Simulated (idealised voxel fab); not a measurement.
Process module under the name voxel transistor to metal
For reference, the cross-section in this document is cut, with width 185 nm and square cells of 5 nm.
How to read a cross-section here: the picture is a grid of square cells, written as bands going from the top down, and any band can span one or more rows of cells.
Top height, bottom height, nm. Materials left to right, width each, nm. Single material + "all across" = fills band edge to edge. "blank" = empty.
The reference from which all heights are counted is 0, the level beneath which the as-received wafer is entirely one material; the lowest band, having no lower bound, proceeds downward and is written after the example "0..down".
Width: "30->40" (first number = top row, second number = bottom row, same change from row to row of cells).
A step reported as "left unchanged" is a step in which no cell of the cross-section changed.
"Trapped void list" enumerates empty spaces isolated from the top, with no open way to it, that contain at least 8 cells, giving each as width x height at distance from the left edge, all three in nm.
Whatever follows a step's settings on its line is a remark the simulator itself makes about that step.
The setting "overlay nm" may be written on the line of a step. When the step uses a mask, the value reports how far to the right of the planned place the mask lay, and a negative value reports that it lay to the left.

[The process steps that were planned are listed below]
1 RECEIVE [material Si]
2 OXIDIZE [depth nm 5]
3 CONFORMAL_DEP [material SiN] [thk nm 15]
4 DIRECTIONAL_DEP [material aC] [thk nm 10]
5 PATTERN [tone cover] [mask id ACTIVE] [material resist] [width nm 105] [thk nm 30] [overlay nm 0]
6 DIRECTIONAL_ETCH [etch materials aC] [depth nm 10]
7 STRIP [etch materials resist]
8 DIRECTIONAL_ETCH [etch materials SiN] [depth nm 15]
9 DIRECTIONAL_ETCH [etch materials SiO2] [depth nm 5]
10 DIRECTIONAL_ETCH [etch materials Si] [depth nm 35]
11 STRIP [etch materials aC]
12 FILL_DEP [material SiO2] [thk nm 10]
13 CMP [height nm 15]
14 SELECTIVE_ETCH [etch materials SiO2] [depth nm 10]
15 STRIP [etch materials SiN]
16 SELECTIVE_ETCH [etch materials SiO2] [depth nm 5]
17 OXIDIZE [depth nm 5]
18 DIRECTIONAL_DEP [material polySi] [thk nm 20]
19 DIRECTIONAL_DEP [material SiCN] [thk nm 10]
20 MASKED_ETCH [tone cover] [mask id GATE] [width nm 25] [etch materials SiCN] [depth nm 20] [overlay nm 0]
21 MASKED_ETCH [tone cover] [mask id GATE] [width nm 25] [etch materials polySi] [depth nm 30] [overlay nm 0]
22 CONFORMAL_DEP [material SiN] [thk nm 5]
23 DIRECTIONAL_ETCH [etch materials SiN] [depth nm 5]
24 DIRECTIONAL_ETCH [etch materials SiO2] [depth nm 5]
25 DIRECTIONAL_ETCH [etch materials Si] [depth nm 10]
26 EPI [material pSi] [thk nm 10]
27 FILL_DEP [material SiO2] [thk nm 10]
28 CMP [height nm 25]
29 DIRECTIONAL_DEP [material SiO2] [thk nm 10]
30 PATTERN [tone open] [mask id CONTACT] [material resist] [width nm 30] [pitch nm 65] [thk nm 15] [overlay nm 0]
31 DIRECTIONAL_ETCH [etch materials SiO2] [depth nm 45]
32 STRIP [etch materials resist]
33 CONFORMAL_DEP [material TiN] [thk nm 5]
34 FILL_DEP [material Ru] [thk nm 10]
35 CMP [height nm 35]
36 DIRECTIONAL_DEP [material TiN] [thk nm 5]
37 DIRECTIONAL_DEP [material W] [thk nm 20]
38 DIRECTIONAL_DEP [material aC] [thk nm 15]
39 PATTERN [tone cover] [mask id METAL_1] [material resist] [width nm 15] [pitch nm 80] [thk nm 35] [overlay nm 0]
40 DIRECTIONAL_ETCH [etch materials aC] [depth nm 15]
41 STRIP [etch materials resist]
42 DIRECTIONAL_ETCH [etch materials W] [depth nm 20]
43 DIRECTIONAL_ETCH [etch materials TiN] [depth nm 5]
44 STRIP [etch materials aC]
45 FILL_DEP [material SiO2] [thk nm 10]
46 CMP [height nm 60]
47 CONFORMAL_DEP [material SiCN] [thk nm 5]
48 DIRECTIONAL_DEP [material lowk] [thk nm 30]
49 DIRECTIONAL_DEP [material aC] [thk nm 10]
50 PATTERN [tone open] [mask id METAL_2] [material resist] [width nm 15] [pitch nm 80] [thk nm 25] [overlay nm 0]
51 DIRECTIONAL_ETCH [etch materials aC] [depth nm 10]
52 STRIP [etch materials resist]
53 DIRECTIONAL_ETCH [etch materials lowk] [depth nm 15]
54 STRIP [etch materials aC]
55 DIRECTIONAL_DEP [material aC] [thk nm 10]
56 PATTERN [tone open] [mask id METAL_2_HOLES] [material resist] [width nm 15] [pitch nm 80] [thk nm 25] [overlay nm 0]
57 DIRECTIONAL_ETCH [etch materials aC] [depth nm 10]
58 STRIP [etch materials resist]
59 DIRECTIONAL_ETCH [etch materials lowk] [depth nm 15]
60 DIRECTIONAL_ETCH [etch materials SiCN] [depth nm 5]
61 STRIP [etch materials aC]
62 CONFORMAL_DEP [material TiN] [thk nm 5]
63 FILL_DEP [material Cu] [thk nm 10]
64 CMP [height nm 95]
65 CONFORMAL_DEP [material SiCN] [thk nm 5]

[Wafer as received: cross-section following step 1]
  0..down: Si all across
  Trapped void list: none

[Here's the wafer cut in cross-section after the module, started and planned just like above, except one thing was done wrong in the run]
  100..95: SiCN all across
  95..65: 45 lowk, then 5 TiN, then 5 Cu, then 5 TiN, then 65 lowk, then 5 TiN, then 5 Cu, then 5 TiN, then 45 lowk
  65..60: 45 SiCN, then 15 TiN, then 65 SiCN, then 15 TiN, then 45 SiCN
  60..40: 45 SiO2, then 15 W, then 65 SiO2, then 15 W, then 45 SiO2
  40..35: 45 SiO2, then 15 TiN, then 65 SiO2, then 15 TiN, then 45 SiO2
  35..25: 45 SiO2, then 5 TiN, then 20 Ru, then 5 TiN, then 35 SiO2, then 5 TiN, then 20 Ru, then 5 TiN, then 45 SiO2
  25..15: 45 SiO2, then 5 TiN, then 20 Ru, then 5 TiN, then 5 SiN, then 25 SiCN, then 5 SiN, then 5 TiN, then 20 Ru, then 5 TiN, then 45 SiO2
  15..5: 45 SiO2, then 5 TiN, then 20 Ru, then 5 TiN, then 5 SiN, then 25 polySi, then 5 SiN, then 5 TiN, then 20 Ru, then 5 TiN, then 45 SiO2
  5..0: 45 SiO2, then 5 TiN, then 10 Ru, then 15 TiN, then 5 SiN, then 25 polySi, then 5 SiN, then 15 TiN, then 10 Ru, then 5 TiN, then 45 SiO2
  0..-5: 35 SiO2, then 5 SiN, then 5 SiO2, then 5 TiN, then 10 Ru, then 5 TiN, then 10 pSi, then 5 SiN, then 25 polySi, then 5 SiN, then 10 pSi, then 5 TiN, then 10 Ru, then 5 TiN, then 5 SiO2, then 5 SiN, then 35 SiO2
  -5..-10: 45 SiO2, then 20 TiN, then 10 pSi, then 35 SiO2, then 10 pSi, then 20 TiN, then 45 SiO2
  -10..-20: 40 SiO2, then 35 pSi, then 35 Si, then 35 pSi, then 40 SiO2
  -20..-35: 40 SiO2, then 105 Si, then 40 SiO2
  -35..down: Si all across
  Trapped void list: none
In executing the process, a mistake was made relative to the plan: step 10 off recipe, ran as DIRECTIONAL_ETCH [etch materials Si] [depth nm 30]
